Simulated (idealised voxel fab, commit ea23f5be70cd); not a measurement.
process module | voxel self aligned vias
cross-section cut | 145 nm wide | cells 5 nm
A cross-section is a grid of square cells, given in bands from the top down. A band is one or more rows of cells.
Each band's line starts with the height of the band's top and of its bottom, in nm. Then come its materials from left to right, each with its width in nm. One material with "throughout" fills the band from edge to edge. "air" is empty space.
Height 0 is the level under which the wafer as received is all one material. The lowest band goes on downwards, as in "0 down".
A width such as "30 to 40" changes by the same amount from each row of cells to the next, from the band's top row to its bottom row.
"no change" after a step means that no cell of the cross-section changed.
closed voids: empty space of 8 cells or more with no open way to the top, each as width x height at its distance from the left edge, in nm
after a step's settings: what the simulator itself notes on the step
overlay nm, on a step with a mask: how far to the right of its planned place the mask lay; to the left if negative
plan
1 op RECEIVE | material Si
2 op CONFORMAL_DEP | material SiO2 | thk nm 15
3 op CONFORMAL_DEP | material SiCN | thk nm 5
4 op DIRECTIONAL_DEP | material SiO2 | thk nm 20
5 op DIRECTIONAL_DEP | material aC | thk nm 15
6 op PATTERN | tone open | mask id LINES | material resist | width nm 25 | pitch nm 65 | thk nm 35 | overlay nm 0
7 op DIRECTIONAL_ETCH | etch materials aC | depth nm 15
8 op STRIP | etch materials resist
9 op DIRECTIONAL_ETCH | etch materials SiO2 | depth nm 20
10 op STRIP | etch materials aC
11 op CONFORMAL_DEP | material TiN | thk nm 5
12 op FILL_DEP | material Ru | thk nm 5
13 op CMP | height nm 40
14 op SELECTIVE_ETCH | etch materials W Ru TiN | depth nm 5
15 op FILL_DEP | material SiN | thk nm 5
16 op CMP | height nm 40
17 op DIRECTIONAL_DEP | material SiO2 | thk nm 20
18 op DIRECTIONAL_DEP | material aC | thk nm 10
19 op PATTERN | tone open | mask id VIAS | material resist | width nm 45 | thk nm 25 | overlay nm 0
20 op DIRECTIONAL_ETCH | etch materials aC | depth nm 10
21 op STRIP | etch materials resist
22 op DIRECTIONAL_ETCH | etch materials SiO2 | depth nm 20
23 op DIRECTIONAL_ETCH | etch materials SiN | depth nm 5
24 op STRIP | etch materials aC
25 op CONFORMAL_DEP | material TiN | thk nm 5
26 op FILL_DEP | material W | thk nm 10
27 op CMP | height nm 60
28 op CONFORMAL_DEP | material SiN | thk nm 5
as received, after step 1
  0 down: Si throughout
  closed voids: none
first wafer at the end, as planned
  65 to 60: SiN throughout
  60 to 45: SiO2 15 | TiN 5 | W 35 | TiN 5 | SiO2 85
  45 to 40: SiO2 15 | TiN 15 | W 15 | TiN 15 | SiO2 85
  40 to 35: SiO2 25 | TiN 25 | SiO2 40 | SiN 25 | SiO2 30
  35 to 25: SiO2 25 | TiN 5 | Ru 15 | TiN 5 | SiO2 40 | TiN 5 | Ru 15 | TiN 5 | SiO2 30
  25 to 20: SiO2 25 | TiN 25 | SiO2 40 | TiN 25 | SiO2 30
  20 to 15: SiCN throughout
  15 to 0: SiO2 throughout
  0 down: Si throughout
  closed voids: none
second wafer at the end: like start, like plan, one mistake
  65 to 60: SiN throughout
  60 to 45: W 10 | TiN 5 | SiO2 45 | TiN 5 | W 80
  45 to 40: TiN 15 | SiO2 45 | TiN 35 | W 15 | TiN 35
  40 to 35: SiO2 25 | SiN 25 | SiO2 40 | TiN 25 | SiO2 30
  35 to 25: SiO2 25 | TiN 5 | Ru 15 | TiN 5 | SiO2 40 | TiN 5 | Ru 15 | TiN 5 | SiO2 30
  25 to 20: SiO2 25 | TiN 25 | SiO2 40 | TiN 25 | SiO2 30
  20 to 15: SiCN throughout
  15 to 0: SiO2 throughout
  0 down: Si throughout
  closed voids: none
what went wrong: step 19 ran as: op PATTERN | tone cover | mask id VIAS | material resist | width nm 45 | thk nm 25 | overlay nm 0
at the end the second wafer has, in cells: 44 fewer of SiO2 | 11 more of TiN | 33 more of W
